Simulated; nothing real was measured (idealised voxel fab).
process module | voxel double patterning
cross-section cut | 160 nm wide | cells 5 nm
A cross-section is a grid of square cells, given in bands from the top down. A band is one or more rows of cells.
Each band's line starts with the height of the band's top and of its bottom, in nm. Then come its materials from left to right, each with its width in nm. One material with "throughout" fills the band from edge to edge. "air" is empty space.
Height 0 is the level under which the wafer as received is all one material. The lowest band goes on downwards, as in "0 down".
A width such as "30 to 40" changes by the same amount from each row of cells to the next, from the band's top row to its bottom row.
"no change" after a step means that no cell of the cross-section changed.
closed voids: empty space of 8 cells or more with no open way to the top, each as width x height at its distance from the left edge, in nm
after a step's settings: what the simulator itself notes on the step
overlay nm, on a step with a mask: how far to the right of its planned place the mask lay; to the left if negative
plan
1 op RECEIVE | material Si
2 op CONFORMAL_DEP | material SiN | thk nm 5
3 op DIRECTIONAL_DEP | material SiO2 | thk nm 20
4 op DIRECTIONAL_DEP | material SiCN | thk nm 5
5 op DIRECTIONAL_DEP | material aC | thk nm 15
6 op PATTERN | tone open | mask id FIRST | material resist | width nm 15 | pitch nm 50 | thk nm 30 | overlay nm 0
7 op DIRECTIONAL_ETCH | etch materials aC | depth nm 15
8 op STRIP | etch materials resist
9 op DIRECTIONAL_ETCH | etch materials SiCN | depth nm 5
10 op STRIP | etch materials aC
11 op DIRECTIONAL_DEP | material aC | thk nm 10
12 op PATTERN | tone open | mask id SECOND | material resist | width nm 15 | thk nm 25 | overlay nm 0
13 op DIRECTIONAL_ETCH | etch materials aC | depth nm 10
14 op STRIP | etch materials resist
15 op DIRECTIONAL_ETCH | etch materials SiCN | depth nm 5
16 op STRIP | etch materials aC
17 op DIRECTIONAL_ETCH | etch materials SiO2 | depth nm 20
18 op STRIP | etch materials SiCN
as received, after step 1
  0 down: Si throughout
  closed voids: none
a wafer at the end: this start, this plan, one mistake
  20 to 0: SiO2 45 | air 15 | SiO2 10 | air 15 | SiO2 10 | air 15 | SiO2 50
  0 down: Si throughout
  closed voids: none
what went wrong: step 2 was left out
